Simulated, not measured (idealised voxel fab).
This is a process module. Its name is voxel capacitor over wiring.
Shown is cross-section cut, with a width of 245 nm and square cells of size 5 nm.
The cross-sections in this document take the form of a grid made of square cells. They are written out as bands, in order from top to bottom. Each band consists of one or more rows of cells. Read a band's entry like this: the first values are the height of its top and the height of its bottom in nm, and what follows is the sequence of materials from left to right, each with its width in nm. Note that "air" is empty space, and that a single material marked "edge to edge" reaches across the band from edge to edge. Beneath 0, the wafer as received is one material, and that level is where height counting begins. The lowest band goes on downward without a bottom; it is written like "0 nm and below". The expression "30..40" gives the width at the extremes of the band, the first number at its top row of cells and the second at its bottom row, with the width changing by equal amounts from each row to the next in between. Step marked "everything unchanged"? Then no cell in the cross-section changed in it. So "Voids, fully enclosed" is basically the list of trapped voids: any empty space of 8 cells or more that can't reach the top through an opening. They're written width x height at distance, the distance being from the left edge, and it's all nm. That trailing text on a step's line, after the settings, is the simulator's own remark on the step. What "overlay nm" on a step's line means: if the step has a mask, that mask lay this far to the right of its planned place, or, when the value is negative, to the left. Pairs follow: section before one process step, section after it down to the lowest changed band, step with settings underneath. Pairs may come from different runs of this module on the same starting wafer; continuity with the pair above only as stated in the "Before step" entry.

**Before step**
- 105 nm to 90 nm: SiO2 edge to edge
- 90 nm to 85 nm: 70 SiO2  75 TiN  100 SiO2
- 85 nm to 80 nm: 70 SiO2  75 Al2O3  100 SiO2
- 80 nm to 75 nm: 65 SiO2  85 TiN  95 SiO2
- 75 nm to 55 nm: 70 SiO2  15 Ru  160 SiO2
- 55 nm to 50 nm: 70 SiCN  15 Ru  160 SiCN
- 50 nm to 45 nm: 55 SiCN  30 Ru  60 SiCN  30 Ru  70 SiCN
- 45 nm to 20 nm: 60 lowk  5 TiN  10 Cu  5 TiN  70 lowk  5 TiN  10 Cu  5 TiN  75 lowk
- 20 nm to 15 nm: 60 SiCN  20 TiN  70 SiCN  20 TiN  75 SiCN
- 15 nm to 0 nm: SiO2 edge to edge
- 0 nm and below: Si edge to edge
- Voids, fully enclosed: none

**Cut View, Post-Step**
- 120 nm to 105 nm: aC edge to edge
- Heights below 105 show no change.
- Voids, fully enclosed: none
Quick note on the step between the two cross-sections above: DIRECTIONAL_DEP: material aC, thk nm 15

Before step: refer to the pair immediately above; the cross-section shown after its step is the state before this one.

**Cut View, Post-Step**
- 155 nm to 120 nm: 80 resist  15 air  150 resist
- Heights below 120 show no change.
- Voids, fully enclosed: none
Quick note on the step between the two cross-sections above: PATTERN: tone open, mask id PLUG_2, material resist, width nm 15, thk nm 35, overlay nm 0

Before step: refer to the pair immediately above; the cross-section shown after its step is the state before this one.

**Cut View, Post-Step**
- 140 nm to 120 nm: 80 resist  15 air  150 resist
- 120 nm to 105 nm: 80 aC  15 air  150 aC
- Heights below 105 show no change.
- Voids, fully enclosed: none
Quick note on the step between the two cross-sections above: DIRECTIONAL_ETCH: etch materials aC, depth nm 15

Before step: refer to the pair immediately above; the cross-section shown after its step is the state before this one.

**Cut View, Post-Step**
- 120 nm to 105 nm: 80 aC  15 air  150 aC
- Heights below 105 show no change.
- Voids, fully enclosed: none
Quick note on the step between the two cross-sections above: STRIP: etch materials resist

Before step: refer to the pair immediately above; the cross-section shown after its step is the state before this one.

**Cut View, Post-Step**
- 120 nm to 105 nm: 80 aC  15 air  150 aC
- 105 nm to 90 nm: 80 SiO2  15 air  150 SiO2
- Heights below 90 show no change.
- Voids, fully enclosed: none
Quick note on the step between the two cross-sections above: DIRECTIONAL_ETCH: etch materials SiO2, depth nm 15

Before step: refer to the pair immediately above; the cross-section shown after its step is the state before this one.

**Cut View, Post-Step**
- 105 nm to 90 nm: 80 SiO2  15 air  150 SiO2
- Heights below 90 show no change.
- Voids, fully enclosed: none
Quick note on the step between the two cross-sections above: STRIP: etch materials aC

Before step: refer to the pair immediately above; the cross-section shown after its step is the state before this one.

**Cut View, Post-Step**
- 110 nm to 105 nm: 85 TiN  5 air  155 TiN
- 105 nm to 95 nm: 80 SiO2  5 TiN  5 air  5 TiN  150 SiO2
- 95 nm to 85 nm: 80..70 SiO2  15..75 TiN  150..100 SiO2
- Heights below 85 show no change.
- Voids, fully enclosed: none
Quick note on the step between the two cross-sections above: CONFORMAL_DEP: material TiN, thk nm 5

Before step: refer to the pair immediately above; the cross-section shown after its step is the state before this one.

**Cut View, Post-Step**
- 120 nm to 110 nm: Cu edge to edge
- 110 nm to 105 nm: 85 TiN  5 Cu  155 TiN
- 105 nm to 95 nm: 80 SiO2  5 TiN  5 Cu  5 TiN  150 SiO2
- Heights below 95 show no change.
- Voids, fully enclosed: none
Quick note on the step between the two cross-sections above: FILL_DEP: material Cu, thk nm 10

Before step: refer to the pair immediately above; the cross-section shown after its step is the state before this one.

**Cut View, Post-Step**
- 105 nm to 95 nm: 80 SiO2  5 TiN  5 Cu  5 TiN  150 SiO2
- Heights below 95 show no change.
- Voids, fully enclosed: none
Quick note on the step between the two cross-sections above: CMP: height nm 105

Before step: refer to the pair immediately above; the cross-section shown after its step is the state before this one.

**Cut View, Post-Step**
- 110 nm to 105 nm: SiN edge to edge
- Heights below 105 show no change.
- Voids, fully enclosed: none
Quick note on the step between the two cross-sections above: CONFORMAL_DEP: material SiN, thk nm 5

**Before step**
- 105 nm to 90 nm: 80 SiO2  15 air  150 SiO2
- 90 nm to 85 nm: 70 SiO2  75 TiN  100 SiO2
- 85 nm to 80 nm: 70 SiO2  75 Al2O3  100 SiO2
- 80 nm to 75 nm: 65 SiO2  85 TiN  95 SiO2
- 75 nm to 55 nm: 70 SiO2  15 Ru  160 SiO2
- 55 nm to 50 nm: 70 SiCN  15 Ru  160 SiCN
- 50 nm to 45 nm: 60 SiCN  30 Ru  60 SiCN  30 Ru  65 SiCN
- 45 nm to 20 nm: 65 lowk  5 TiN  10 Cu  5 TiN  70 lowk  5 TiN  10 Cu  5 TiN  70 lowk
- 20 nm to 15 nm: 65 SiCN  20 TiN  70 SiCN  20 TiN  70 SiCN
- 15 nm to 0 nm: SiO2 edge to edge
- 0 nm and below: Si edge to edge
- Voids, fully enclosed: none

**Cut View, Post-Step**
- 110 nm to 105 nm: 85 Al2O3  5 air  155 Al2O3
- 105 nm to 95 nm: 80 SiO2  5 Al2O3  5 air  5 Al2O3  150 SiO2
- 95 nm to 90 nm: 80 SiO2  15 Al2O3  150 SiO2
- Heights below 90 show no change.
- Voids, fully enclosed: none
Quick note on the step between the two cross-sections above: CONFORMAL_DEP: material Al2O3, thk nm 5

Before step: refer to the pair immediately above; the cross-section shown after its step is the state before this one.

**Cut View, Post-Step**
- 120 nm to 110 nm: Cu edge to edge
- 110 nm to 105 nm: 85 Al2O3  5 Cu  155 Al2O3
- 105 nm to 95 nm: 80 SiO2  5 Al2O3  5 Cu  5 Al2O3  150 SiO2
- Heights below 95 show no change.
- Voids, fully enclosed: none
Quick note on the step between the two cross-sections above: FILL_DEP: material Cu, thk nm 10

Before step: refer to the pair immediately above; the cross-section shown after its step is the state before this one.

**Cut View, Post-Step**
- 105 nm to 95 nm: 80 SiO2  5 Al2O3  5 Cu  5 Al2O3  150 SiO2
- Heights below 95 show no change.
- Voids, fully enclosed: none
Quick note on the step between the two cross-sections above: CMP: height nm 105

Before step: refer to the pair immediately above; the cross-section shown after its step is the state before this one.

**Cut View, Post-Step**
- 110 nm to 105 nm: SiN edge to edge
- Heights below 105 show no change.
- Voids, fully enclosed: none
Quick note on the step between the two cross-sections above: CONFORMAL_DEP: material SiN, thk nm 5

**Before step**
- 120 nm to 105 nm: aC edge to edge
- 105 nm to 90 nm: SiO2 edge to edge
- 90 nm to 85 nm: 70 SiO2  75 TiN  100 SiO2
- 85 nm to 80 nm: 70 SiO2  75 Al2O3  100 SiO2
- 80 nm to 75 nm: 65 SiO2  85 TiN  95 SiO2
- 75 nm to 55 nm: 70 SiO2  15 Ru  160 SiO2
- 55 nm to 50 nm: 70 SiCN  15 Ru  160 SiCN
- 50 nm to 45 nm: 60 SiCN  30 Ru  60 SiCN  30 Ru  65 SiCN
- 45 nm to 20 nm: 65 lowk  5 TiN  10 Cu  5 TiN  70 lowk  5 TiN  10 Cu  5 TiN  70 lowk
- 20 nm to 15 nm: 65 SiCN  20 TiN  70 SiCN  20 TiN  70 SiCN
- 15 nm to 0 nm: SiO2 edge to edge
- 0 nm and below: Si edge to edge
- Voids, fully enclosed: none

**Cut View, Post-Step**
- 155 nm to 120 nm: 80 air  15 resist  150 air
- Heights below 120 show no change.
- Voids, fully enclosed: none
Quick note on the step between the two cross-sections above: PATTERN: tone cover, mask id PLUG_2, material resist, width nm 15, thk nm 35, overlay nm 0

Before step: refer to the pair immediately above; the cross-section shown after its step is the state before this one.

**Cut View, Post-Step**
- 140 nm to 120 nm: 80 air  15 resist  150 air
- 120 nm to 105 nm: 80 air  15 aC  150 air
- Heights below 105 show no change.
- Voids, fully enclosed: none
Quick note on the step between the two cross-sections above: DIRECTIONAL_ETCH: etch materials aC, depth nm 15

Before step: refer to the pair immediately above; the cross-section shown after its step is the state before this one.

**Cut View, Post-Step**
- 120 nm to 105 nm: 80 air  15 aC  150 air
- Heights below 105 show no change.
- Voids, fully enclosed: none
Quick note on the step between the two cross-sections above: STRIP: etch materials resist

Before step: refer to the pair immediately above; the cross-section shown after its step is the state before this one.

**Cut View, Post-Step**
- 120 nm to 105 nm: 80 air  15 aC  150 air
- 105 nm to 90 nm: 80 air  15 SiO2  150 air
- Heights below 90 show no change.
- Voids, fully enclosed: none
Quick note on the step between the two cross-sections above: DIRECTIONAL_ETCH: etch materials SiO2, depth nm 15

Before step: refer to the pair immediately above; the cross-section shown after its step is the state before this one.

**Cut View, Post-Step**
- 105 nm to 90 nm: 80 air  15 SiO2  150 air
- Heights below 90 show no change.
- Voids, fully enclosed: none
Quick note on the step between the two cross-sections above: STRIP: etch materials aC

Before step: refer to the pair immediately above; the cross-section shown after its step is the state before this one.

**Cut View, Post-Step**
- 110 nm to 105 nm: 75 air  25 TiN  145 air
- 105 nm to 95 nm: 75 air  5 TiN  15 SiO2  5 TiN  145 air
- 95 nm to 90 nm: 80 TiN  15 SiO2  150 TiN
- Heights below 90 show no change.
- Voids, fully enclosed: none
Quick note on the step between the two cross-sections above: CONFORMAL_DEP: material TiN, thk nm 5

Before step: refer to the pair immediately above; the cross-section shown after its step is the state before this one.

**Cut View, Post-Step**
- 120 nm to 110 nm: Cu edge to edge
- 110 nm to 105 nm: 75 Cu  25 TiN  145 Cu
- 105 nm to 95 nm: 75 Cu  5 TiN  15 SiO2  5 TiN  145 Cu
- Heights below 95 show no change.
- Voids, fully enclosed: none
Quick note on the step between the two cross-sections above: FILL_DEP: material Cu, thk nm 10

Before step: refer to the pair immediately above; the cross-section shown after its step is the state before this one.

**Cut View, Post-Step**
- 105 nm to 95 nm: 75 Cu  5 TiN  15 SiO2  5 TiN  145 Cu
- Heights below 95 show no change.
- Voids, fully enclosed: none
Quick note on the step between the two cross-sections above: CMP: height nm 105

Before step: refer to the pair immediately above; the cross-section shown after its step is the state before this one.

**Cut View, Post-Step**
- 110 nm to 105 nm: SiN edge to edge
- Heights below 105 show no change.
- Voids, fully enclosed: none
Quick note on the step between the two cross-sections above: CONFORMAL_DEP: material SiN, thk nm 5
